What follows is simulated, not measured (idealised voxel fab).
The process module that follows is named voxel capacitor over wiring.
Section shown: cut. Width: 290 nm. Cell size: 5 nm, square.
A cross-section in this document is a grid of square cells, and it is written down as bands, the top band listed before the ones below it; a band is made up of one or more rows of cells. For a band, the entry starts with two heights in nm, that of the top and then that of the bottom, and carries on with the band's materials in order from left to right, each alongside its width in nm; the word "edge to edge" beside a single material means it fills the band edge to edge, and "air" means empty space. Below 0: as-received wafer, all one material; heights counted from there. Lowest band: no bottom, goes on down, written "0 and below". A width given as "30..40" starts at the first number in the band's top row and ends at the second number in its bottom row, shifting by an equal amount at every step from row to row. The designation "changes: none", where it is given for a processing step, indicates that no cell of the cross-section was altered in the course of that step. Voids not open to the top, 8 cells minimum: see "Unvented cavities". Written width x height at distance; distance is from the left edge; nm. The remark found on a step's line after its settings is issued by the simulator itself and pertains to that step. If you see "overlay nm" on a step's line and that step has a mask, it's telling you how far right of where it was planned the mask ended up; a negative number means it went left instead. Quick note on how to read the rest: it's all pairs. You get the cross-section before a process step and the one after, but the after one only goes down as far as the lowest band that changed. The step in between, with its settings, sits under the pair. Heads up, the pairs can come from different runs of this module on the same starting wafer, so don't assume a pair picks up from the one above unless its "Before this step" entry says it does.

## Before this step
	75 down to 70 = 100 air  60 TiN  130 air
	70 down to 65 = 100 air  60 Al2O3  130 air
	65 down to 60 = 95 air  70 TiN  125 air
	60 down to 45 = 100 SiO2  15 Ru  175 SiO2
	45 down to 40 = 100 SiCN  15 Ru  175 SiCN
	40 down to 15 = 95 SiO2  5 TiN  15 Cu  5 TiN  50 SiO2  5 TiN  15 Cu  5 TiN  95 SiO2
	15 down to 10 = 95 SiN  25 TiN  50 SiN  25 TiN  95 SiN
	10 down to 0 = SiO2 edge to edge
	0 and below = Si edge to edge
	Unvented cavities: none

## Resulting Structure
	90 down to 75 = SiO2 edge to edge
	75 down to 70 = 100 SiO2  60 TiN  130 SiO2
	70 down to 65 = 100 SiO2  60 Al2O3  130 SiO2
	65 down to 60 = 95 SiO2  70 TiN  125 SiO2
	Nothing below the height 60 has changed.
	Unvented cavities: none
The two cross-sections above are separated by a single process step, namely FILL_DEP | material SiO2 | thk nm 15

Before this step: this step begins from the cross-section that the pair just above shows after its step.

## Resulting Structure
	85 down to 75 = SiO2 edge to edge
	Nothing below the height 75 has changed.
	Unvented cavities: none
The two cross-sections above are separated by a single process step, namely CMP | height nm 85

Before this step: this step begins from the cross-section that the pair just above shows after its step.

## Resulting Structure
	105 down to 85 = 110 resist  15 air  165 resist
	Nothing below the height 85 has changed.
	Unvented cavities: none
The two cross-sections above are separated by a single process step, namely PATTERN | tone open | mask id PLUG_2 | material resist | width nm 15 | thk nm 20 | overlay nm 0

Before this step: this step begins from the cross-section that the pair just above shows after its step.

## Resulting Structure
	105 down to 85 = 110 resist  15 air  165 resist
	85 down to 75 = 110 SiO2  15 air  165 SiO2
	Nothing below the height 75 has changed.
	Unvented cavities: none
The two cross-sections above are separated by a single process step, namely DIRECTIONAL_ETCH | etch materials SiO2 | depth nm 10

Before this step: this step begins from the cross-section that the pair just above shows after its step.

## Resulting Structure
	85 down to 75 = 110 SiO2  15 air  165 SiO2
	Nothing below the height 75 has changed.
	Unvented cavities: none
The two cross-sections above are separated by a single process step, namely STRIP | etch materials resist

Before this step: this step begins from the cross-section that the pair just above shows after its step.

## Resulting Structure
	90 down to 85 = 115 TiN  5 air  170 TiN
	85 down to 80 = 110 SiO2  5 TiN  5 air  5 TiN  165 SiO2
	80 down to 70 = 110..100 SiO2  15..60 TiN  165..130 SiO2
	Nothing below the height 70 has changed.
	Unvented cavities: none
The two cross-sections above are separated by a single process step, namely CONFORMAL_DEP | material TiN | thk nm 5

Before this step: this step begins from the cross-section that the pair just above shows after its step.

## Resulting Structure
	95 down to 90 = Ru edge to edge
	90 down to 85 = 115 TiN  5 Ru  170 TiN
	85 down to 80 = 110 SiO2  5 TiN  5 Ru  5 TiN  165 SiO2
	Nothing below the height 80 has changed.
	Unvented cavities: none
The two cross-sections above are separated by a single process step, namely FILL_DEP | material Ru | thk nm 5

Before this step: this step begins from the cross-section that the pair just above shows after its step.

## Resulting Structure
	85 down to 80 = 110 SiO2  5 TiN  5 Ru  5 TiN  165 SiO2
	Nothing below the height 80 has changed.
	Unvented cavities: none
The two cross-sections above are separated by a single process step, namely CMP | height nm 85

Before this step: this step begins from the cross-section that the pair just above shows after its step.

## Resulting Structure
	90 down to 85 = SiCN edge to edge
	Nothing below the height 85 has changed.
	Unvented cavities: none
The two cross-sections above are separated by a single process step, namely CONFORMAL_DEP | material SiCN | thk nm 5

## Before this step
	40 down to 15 = SiO2 edge to edge
	15 down to 10 = SiN edge to edge
	10 down to 0 = SiO2 edge to edge
	0 and below = Si edge to edge
	Unvented cavities: none

## Resulting Structure
	55 down to 40 = 105 resist  20 air  55 resist  20 air  90 resist
	Nothing below the height 40 has changed.
	Unvented cavities: none
The two cross-sections above are separated by a single process step, namely PATTERN | tone open | mask id METAL_1 | material resist | width nm 20 | pitch nm 75 | thk nm 15 | overlay nm 10

Before this step: this step begins from the cross-section that the pair just above shows after its step.

## Resulting Structure
	55 down to 40 = 105 resist  20 air  55 resist  20 air  90 resist
	40 down to 15 = 105 SiO2  20 air  55 SiO2  20 air  90 SiO2
	Nothing below the height 15 has changed.
	Unvented cavities: none
The two cross-sections above are separated by a single process step, namely DIRECTIONAL_ETCH | etch materials SiO2 | depth nm 25

Before this step: this step begins from the cross-section that the pair just above shows after its step.

## Resulting Structure
	55 down to 40 = 105 resist  20 air  55 resist  20 air  90 resist
	40 down to 15 = 105 SiO2  20 air  55 SiO2  20 air  90 SiO2
	15 down to 10 = 105 SiN  20 air  55 SiN  20 air  90 SiN
	Nothing below the height 10 has changed.
	Unvented cavities: none
The two cross-sections above are separated by a single process step, namely DIRECTIONAL_ETCH | etch materials SiN | depth nm 5

Before this step: this step begins from the cross-section that the pair just above shows after its step.

## Resulting Structure
	40 down to 15 = 105 SiO2  20 air  55 SiO2  20 air  90 SiO2
	Nothing below the height 15 has changed.
	Unvented cavities: none
The two cross-sections above are separated by a single process step, namely STRIP | etch materials resist

Before this step: this step begins from the cross-section that the pair just above shows after its step.

## Resulting Structure
	45 down to 40 = 110 TiN  10 air  65 TiN  10 air  95 TiN
	40 down to 15 = 105 SiO2  5 TiN  10 air  5 TiN  55 SiO2  5 TiN  10 air  5 TiN  90 SiO2
	15 down to 10 = 105 SiN  20 TiN  55 SiN  20 TiN  90 SiN
	Nothing below the height 10 has changed.
	Unvented cavities: none
The two cross-sections above are separated by a single process step, namely CONFORMAL_DEP | material TiN | thk nm 5

Before this step: this step begins from the cross-section that the pair just above shows after its step.

## Resulting Structure
	50 down to 45 = Cu edge to edge
	45 down to 40 = 110 TiN  10 Cu  65 TiN  10 Cu  95 TiN
	40 down to 15 = 105 SiO2  5 TiN  10 Cu  5 TiN  55 SiO2  5 TiN  10 Cu  5 TiN  90 SiO2
	Nothing below the height 15 has changed.
	Unvented cavities: none
The two cross-sections above are separated by a single process step, namely FILL_DEP | material Cu | thk nm 5

Before this step: this step begins from the cross-section that the pair just above shows after its step.

## Resulting Structure
	40 down to 15 = 105 SiO2  5 TiN  10 Cu  5 TiN  55 SiO2  5 TiN  10 Cu  5 TiN  90 SiO2
	Nothing below the height 15 has changed.
	Unvented cavities: none
The two cross-sections above are separated by a single process step, namely CMP | height nm 40

Before this step: this step begins from the cross-section that the pair just above shows after its step.

## Resulting Structure
	45 down to 40 = SiCN edge to edge
	Nothing below the height 40 has changed.
	Unvented cavities: none
The two cross-sections above are separated by a single process step, namely CONFORMAL_DEP | material SiCN | thk nm 5

Before this step: this step begins from the cross-section that the pair just above shows after its step.

## Resulting Structure
	60 down to 45 = SiO2 edge to edge
	Nothing below the height 45 has changed.
	Unvented cavities: none
The two cross-sections above are separated by a single process step, namely DIRECTIONAL_DEP | material SiO2 | thk nm 15

Before this step: this step begins from the cross-section that the pair just above shows after its step.

## Resulting Structure
	75 down to 60 = aC edge to edge
	Nothing below the height 60 has changed.
	Unvented cavities: none
The two cross-sections above are separated by a single process step, namely DIRECTIONAL_DEP | material aC | thk nm 15

Before this step: this step begins from the cross-section that the pair just above shows after its step.

## Resulting Structure
	110 down to 75 = 100 resist  15 air  175 resist
	Nothing below the height 75 has changed.
	Unvented cavities: none
The two cross-sections above are separated by a single process step, namely PATTERN | tone open | mask id PLUG_1 | material resist | width nm 15 | thk nm 35 | overlay nm 0

Before this step: this step begins from the cross-section that the pair just above shows after its step.

## Resulting Structure
	95 down to 75 = 100 resist  15 air  175 resist
	75 down to 60 = 100 aC  15 air  175 aC
	Nothing below the height 60 has changed.
	Unvented cavities: none
The two cross-sections above are separated by a single process step, namely DIRECTIONAL_ETCH | etch materials aC | depth nm 15

Before this step: this step begins from the cross-section that the pair just above shows after its step.

## Resulting Structure
	75 down to 60 = 100 aC  15 air  175 aC
	Nothing below the height 60 has changed.
	Unvented cavities: none
The two cross-sections above are separated by a single process step, namely STRIP | etch materials resist

Before this step: this step begins from the cross-section that the pair just above shows after its step.

## Resulting Structure
	75 down to 60 = 100 aC  15 air  175 aC
	60 down to 45 = 100 SiO2  15 air  175 SiO2
	Nothing below the height 45 has changed.
	Unvented cavities: none
The two cross-sections above are separated by a single process step, namely DIRECTIONAL_ETCH | etch materials SiO2 | depth nm 15

Before this step: this step begins from the cross-section that the pair just above shows after its step.

## Resulting Structure
	75 down to 60 = 100 aC  15 air  175 aC
	60 down to 45 = 100 SiO2  15 air  175 SiO2
	45 down to 40 = 100 SiCN  15 air  175 SiCN
	Nothing below the height 40 has changed.
	Unvented cavities: none
The two cross-sections above are separated by a single process step, namely DIRECTIONAL_ETCH | etch materials SiCN | depth nm 5

Before this step: this step begins from the cross-section that the pair just above shows after its step.

## Resulting Structure
	60 down to 45 = 100 SiO2  15 air  175 SiO2
	Nothing below the height 45 has changed.
	Unvented cavities: none
The two cross-sections above are separated by a single process step, namely STRIP | etch materials aC

Before this step: this step begins from the cross-section that the pair just above shows after its step.

## Resulting Structure
	60 down to 50 = 100 SiO2  15 air  175 SiO2
	50 down to 45 = 100 SiO2  15 Ru  175 SiO2
	45 down to 40 = 100 SiCN  15 Ru  175 SiCN
	Nothing below the height 40 has changed.
	Unvented cavities: none
The two cross-sections above are separated by a single process step, namely EPI | material Ru | thk nm 10

Before this step: this step begins from the cross-section that the pair just above shows after its step.

## Resulting Structure
	60 down to 45 = 100 SiO2  15 Ru  175 SiO2
	Nothing below the height 45 has changed.
	Unvented cavities: none
The two cross-sections above are separated by a single process step, namely EPI | material Ru | thk nm 10

Before this step: this step begins from the cross-section that the pair just above shows after its step.

## Resulting Structure
	65 down to 60 = TiN edge to edge
	Nothing below the height 60 has changed.
	Unvented cavities: none
The two cross-sections above are separated by a single process step, namely DIRECTIONAL_DEP | material TiN | thk nm 5

Before this step: this step begins from the cross-section that the pair just above shows after its step.

## Resulting Structure
	70 down to 65 = Al2O3 edge to edge
	Nothing below the height 65 has changed.
	Unvented cavities: none
The two cross-sections above are separated by a single process step, namely DIRECTIONAL_DEP | material Al2O3 | thk nm 5

Before this step: this step begins from the cross-section that the pair just above shows after its step.

## Resulting Structure
	75 down to 70 = TiN edge to edge
	Nothing below the height 70 has changed.
	Unvented cavities: none
The two cross-sections above are separated by a single process step, namely DIRECTIONAL_DEP | material TiN | thk nm 5

Before this step: this step begins from the cross-section that the pair just above shows after its step.

## Resulting Structure
	75 down to 70 = 100 air  60 TiN  130 air
	Nothing below the height 70 has changed.
	Unvented cavities: none
The two cross-sections above are separated by a single process step, namely MASKED_ETCH | tone cover | mask id UPPER_PLATE | width nm 60 | etch materials TiN | depth nm 5 | overlay nm 0

Before this step: this step begins from the cross-section that the pair just above shows after its step.

## Resulting Structure
	75 down to 70 = 100 air  60 TiN  130 air
	70 down to 65 = 100 air  60 Al2O3  130 air
	Nothing below the height 65 has changed.
	Unvented cavities: none
The two cross-sections above are separated by a single process step, namely MASKED_ETCH | tone cover | mask id UPPER_PLATE | width nm 60 | etch materials Al2O3 | depth nm 5 | overlay nm 0

Before this step: this step begins from the cross-section that the pair just above shows after its step.

## Resulting Structure
	75 down to 70 = 100 air  60 TiN  130 air
	70 down to 65 = 100 air  60 Al2O3  130 air
	65 down to 60 = 95 air  70 TiN  125 air
	Nothing below the height 60 has changed.
	Unvented cavities: none
The two cross-sections above are separated by a single process step, namely MASKED_ETCH | tone cover | mask id LOWER_PLATE | width nm 70 | etch materials TiN | depth nm 5 | overlay nm 0

Before this step: this step begins from the cross-section that the pair just above shows after its step.

## Resulting Structure
	90 down to 75 = SiO2 edge to edge
	75 down to 70 = 100 SiO2  60 TiN  130 SiO2
	70 down to 65 = 100 SiO2  60 Al2O3  130 SiO2
	65 down to 60 = 95 SiO2  70 TiN  125 SiO2
	Nothing below the height 60 has changed.
	Unvented cavities: none
The two cross-sections above are separated by a single process step, namely FILL_DEP | material SiO2 | thk nm 15

Before this step: this step begins from the cross-section that the pair just above shows after its step.

## Resulting Structure
	85 down to 75 = SiO2 edge to edge
	Nothing below the height 75 has changed.
	Unvented cavities: none
The two cross-sections above are separated by a single process step, namely CMP | height nm 85

Before this step: this step begins from the cross-section that the pair just above shows after its step.

## Resulting Structure
	105 down to 85 = 110 resist  15 air  165 resist
	Nothing below the height 85 has changed.
	Unvented cavities: none
The two cross-sections above are separated by a single process step, namely PATTERN | tone open | mask id PLUG_2 | material resist | width nm 15 | thk nm 20 | overlay nm 0

Before this step: this step begins from the cross-section that the pair just above shows after its step.

## Resulting Structure
	105 down to 85 = 110 resist  15 air  165 resist
	85 down to 75 = 110 SiO2  15 air  165 SiO2
	Nothing below the height 75 has changed.
	Unvented cavities: none
The two cross-sections above are separated by a single process step, namely DIRECTIONAL_ETCH | etch materials SiO2 | depth nm 10

Before this step: this step begins from the cross-section that the pair just above shows after its step.

## Resulting Structure
	85 down to 75 = 110 SiO2  15 air  165 SiO2
	Nothing below the height 75 has changed.
	Unvented cavities: none
The two cross-sections above are separated by a single process step, namely STRIP | etch materials resist

Before this step: this step begins from the cross-section that the pair just above shows after its step.

## Resulting Structure
	90 down to 85 = 115 TiN  5 air  170 TiN
	85 down to 80 = 110 SiO2  5 TiN  5 air  5 TiN  165 SiO2
	80 down to 70 = 110..100 SiO2  15..60 TiN  165..130 SiO2
	Nothing below the height 70 has changed.
	Unvented cavities: none
The two cross-sections above are separated by a single process step, namely CONFORMAL_DEP | material TiN | thk nm 5

Before this step: this step begins from the cross-section that the pair just above shows after its step.

## Resulting Structure
	95 down to 90 = Ru edge to edge
	90 down to 85 = 115 TiN  5 Ru  170 TiN
	85 down to 80 = 110 SiO2  5 TiN  5 Ru  5 TiN  165 SiO2
	Nothing below the height 80 has changed.
	Unvented cavities: none
The two cross-sections above are separated by a single process step, namely FILL_DEP | material Ru | thk nm 5

Before this step: this step begins from the cross-section that the pair just above shows after its step.

## Resulting Structure
	85 down to 80 = 110 SiO2  5 TiN  5 Ru  5 TiN  165 SiO2
	Nothing below the height 80 has changed.
	Unvented cavities: none
The two cross-sections above are separated by a single process step, namely CMP | height nm 85

Before this step: this step begins from the cross-section that the pair just above shows after its step.

## Resulting Structure
	90 down to 85 = SiCN edge to edge
	Nothing below the height 85 has changed.
	Unvented cavities: none
The two cross-sections above are separated by a single process step, namely CONFORMAL_DEP | material SiCN | thk nm 5

## Before this step
	60 down to 45 = 100 SiO2  15 Ru  175 SiO2
	45 down to 40 = 100 SiCN  15 Ru  175 SiCN
	40 down to 15 = 95 SiO2  5 TiN  10 Cu  5 TiN  55 SiO2  5 TiN  10 Cu  5 TiN  100 SiO2
	15 down to 10 = 95 SiN  20 TiN  55 SiN  20 TiN  100 SiN
	10 down to 0 = SiO2 edge to edge
	0 and below = Si edge to edge
	Unvented cavities: none

## Resulting Structure
	65 down to 60 = Cu edge to edge
	Nothing below the height 60 has changed.
	Unvented cavities: none
The two cross-sections above are separated by a single process step, namely DIRECTIONAL_DEP | material Cu | thk nm 5

Before this step: this step begins from the cross-section that the pair just above shows after its step.

## Resulting Structure
	70 down to 65 = Al2O3 edge to edge
	Nothing below the height 65 has changed.
	Unvented cavities: none
The two cross-sections above are separated by a single process step, namely DIRECTIONAL_DEP | material Al2O3 | thk nm 5

Before this step: this step begins from the cross-section that the pair just above shows after its step.

## Resulting Structure
	75 down to 70 = TiN edge to edge
	Nothing below the height 70 has changed.
	Unvented cavities: none
The two cross-sections above are separated by a single process step, namely DIRECTIONAL_DEP | material TiN | thk nm 5

Before this step: this step begins from the cross-section that the pair just above shows after its step.

## Resulting Structure
	75 down to 70 = 100 air  60 TiN  130 air
	Nothing below the height 70 has changed.
	Unvented cavities: none
The two cross-sections above are separated by a single process step, namely MASKED_ETCH | tone cover | mask id UPPER_PLATE | width nm 60 | etch materials TiN | depth nm 5 | overlay nm 0

Before this step: this step begins from the cross-section that the pair just above shows after its step.

## Resulting Structure
	75 down to 70 = 100 air  60 TiN  130 air
	70 down to 65 = 100 air  60 Al2O3  130 air
	Nothing below the height 65 has changed.
	Unvented cavities: none
The two cross-sections above are separated by a single process step, namely MASKED_ETCH | tone cover | mask id UPPER_PLATE | width nm 60 | etch materials Al2O3 | depth nm 5 | overlay nm 0

Before this step: this step begins from the cross-section that the pair just above shows after its step.

## Resulting Structure
	90 down to 75 = SiO2 edge to edge
	75 down to 70 = 100 SiO2  60 TiN  130 SiO2
	70 down to 65 = 100 SiO2  60 Al2O3  130 SiO2
	Nothing below the height 65 has changed.
	Unvented cavities: none
The two cross-sections above are separated by a single process step, namely FILL_DEP | material SiO2 | thk nm 15

Before this step: this step begins from the cross-section that the pair just above shows after its step.

## Resulting Structure
	85 down to 75 = SiO2 edge to edge
	Nothing below the height 75 has changed.
	Unvented cavities: none
The two cross-sections above are separated by a single process step, namely CMP | height nm 85

Before this step: this step begins from the cross-section that the pair just above shows after its step.

## Resulting Structure
	105 down to 85 = 110 resist  15 air  165 resist
	Nothing below the height 85 has changed.
	Unvented cavities: none
The two cross-sections above are separated by a single process step, namely PATTERN | tone open | mask id PLUG_2 | material resist | width nm 15 | thk nm 20 | overlay nm 0

Before this step: this step begins from the cross-section that the pair just above shows after its step.

## Resulting Structure
	105 down to 85 = 110 resist  15 air  165 resist
	85 down to 75 = 110 SiO2  15 air  165 SiO2
	Nothing below the height 75 has changed.
	Unvented cavities: none
The two cross-sections above are separated by a single process step, namely DIRECTIONAL_ETCH | etch materials SiO2 | depth nm 10

Before this step: this step begins from the cross-section that the pair just above shows after its step.

## Resulting Structure
	85 down to 75 = 110 SiO2  15 air  165 SiO2
	Nothing below the height 75 has changed.
	Unvented cavities: none
The two cross-sections above are separated by a single process step, namely STRIP | etch materials resist

Before this step: this step begins from the cross-section that the pair just above shows after its step.

## Resulting Structure
	90 down to 85 = 115 TiN  5 air  170 TiN
	85 down to 80 = 110 SiO2  5 TiN  5 air  5 TiN  165 SiO2
	80 down to 70 = 110..100 SiO2  15..60 TiN  165..130 SiO2
	Nothing below the height 70 has changed.
	Unvented cavities: none
The two cross-sections above are separated by a single process step, namely CONFORMAL_DEP | material TiN | thk nm 5

Before this step: this step begins from the cross-section that the pair just above shows after its step.

## Resulting Structure
	95 down to 90 = Ru edge to edge
	90 down to 85 = 115 TiN  5 Ru  170 TiN
	85 down to 80 = 110 SiO2  5 TiN  5 Ru  5 TiN  165 SiO2
	Nothing below the height 80 has changed.
	Unvented cavities: none
The two cross-sections above are separated by a single process step, namely FILL_DEP | material Ru | thk nm 5

Before this step: this step begins from the cross-section that the pair just above shows after its step.

## Resulting Structure
	85 down to 80 = 110 SiO2  5 TiN  5 Ru  5 TiN  165 SiO2
	Nothing below the height 80 has changed.
	Unvented cavities: none
The two cross-sections above are separated by a single process step, namely CMP | height nm 85

Before this step: this step begins from the cross-section that the pair just above shows after its step.

## Resulting Structure
	90 down to 85 = SiCN edge to edge
	Nothing below the height 85 has changed.
	Unvented cavities: none
The two cross-sections above are separated by a single process step, namely CONFORMAL_DEP | material SiCN | thk nm 5

## Before this step
	75 down to 70 = TiN edge to edge
	70 down to 65 = Al2O3 edge to edge
	65 down to 60 = TiN edge to edge
	60 down to 45 = 100 SiO2  15 Ru  175 SiO2
	45 down to 40 = 100 SiCN  15 Ru  175 SiCN
	40 down to 15 = 95 SiO2  5 TiN  10 Cu  5 TiN  55 SiO2  5 TiN  10 Cu  5 TiN  100 SiO2
	15 down to 10 = 95 SiN  20 TiN  55 SiN  20 TiN  100 SiN
	10 down to 0 = SiO2 edge to edge
	0 and below = Si edge to edge
	Unvented cavities: none

## Resulting Structure
	75 down to 70 = 100 TiN  60 air  130 TiN
	Nothing below the height 70 has changed.
	Unvented cavities: none
The two cross-sections above are separated by a single process step, namely MASKED_ETCH | tone open | mask id UPPER_PLATE | width nm 60 | etch materials TiN | depth nm 5 | overlay nm 0

Before this step: this step begins from the cross-section that the pair just above shows after its step.

## Resulting Structure
	75 down to 70 = 95 air  5 TiN  60 air  5 TiN  125 air
	Nothing below the height 70 has changed.
	Unvented cavities: none
The two cross-sections above are separated by a single process step, namely MASKED_ETCH | tone cover | mask id LOWER_PLATE | width nm 70 | etch materials TiN | depth nm 5 | overlay nm 0

Before this step: this step begins from the cross-section that the pair just above shows after its step.

## Resulting Structure
	90 down to 75 = SiO2 edge to edge
	75 down to 70 = 95 SiO2  5 TiN  60 SiO2  5 TiN  125 SiO2
	Nothing below the height 70 has changed.
	Unvented cavities: none
The two cross-sections above are separated by a single process step, namely FILL_DEP | material SiO2 | thk nm 15

Before this step: this step begins from the cross-section that the pair just above shows after its step.

## Resulting Structure
	85 down to 75 = SiO2 edge to edge
	Nothing below the height 75 has changed.
	Unvented cavities: none
The two cross-sections above are separated by a single process step, namely CMP | height nm 85

Before this step: this step begins from the cross-section that the pair just above shows after its step.

## Resulting Structure
	105 down to 85 = 110 resist  15 air  165 resist
	Nothing below the height 85 has changed.
	Unvented cavities: none
The two cross-sections above are separated by a single process step, namely PATTERN | tone open | mask id PLUG_2 | material resist | width nm 15 | thk nm 20 | overlay nm 0

Before this step: this step begins from the cross-section that the pair just above shows after its step.

## Resulting Structure
	105 down to 85 = 110 resist  15 air  165 resist
	85 down to 75 = 110 SiO2  15 air  165 SiO2
	Nothing below the height 75 has changed.
	Unvented cavities: none
The two cross-sections above are separated by a single process step, namely DIRECTIONAL_ETCH | etch materials SiO2 | depth nm 10

Before this step: this step begins from the cross-section that the pair just above shows after its step.

## Resulting Structure
	85 down to 75 = 110 SiO2  15 air  165 SiO2
	Nothing below the height 75 has changed.
	Unvented cavities: none
The two cross-sections above are separated by a single process step, namely STRIP | etch materials resist

Before this step: this step begins from the cross-section that the pair just above shows after its step.

## Resulting Structure
	90 down to 85 = 115 TiN  5 air  170 TiN
	85 down to 80 = 110 SiO2  5 TiN  5 air  5 TiN  165 SiO2
	80 down to 75 = 110 SiO2  15 TiN  165 SiO2
	Nothing below the height 75 has changed.
	Unvented cavities: none
The two cross-sections above are separated by a single process step, namely CONFORMAL_DEP | material TiN | thk nm 5

Before this step: this step begins from the cross-section that the pair just above shows after its step.

## Resulting Structure
	95 down to 90 = Ru edge to edge
	90 down to 85 = 115 TiN  5 Ru  170 TiN
	85 down to 80 = 110 SiO2  5 TiN  5 Ru  5 TiN  165 SiO2
	Nothing below the height 80 has changed.
	Unvented cavities: none
The two cross-sections above are separated by a single process step, namely FILL_DEP | material Ru | thk nm 5

Before this step: this step begins from the cross-section that the pair just above shows after its step.

## Resulting Structure
	85 down to 80 = 110 SiO2  5 TiN  5 Ru  5 TiN  165 SiO2
	Nothing below the height 80 has changed.
	Unvented cavities: none
The two cross-sections above are separated by a single process step, namely CMP | height nm 85

Before this step: this step begins from the cross-section that the pair just above shows after its step.

## Resulting Structure
	90 down to 85 = SiCN edge to edge
	Nothing below the height 85 has changed.
	Unvented cavities: none
The two cross-sections above are separated by a single process step, namely CONFORMAL_DEP | material SiCN | thk nm 5
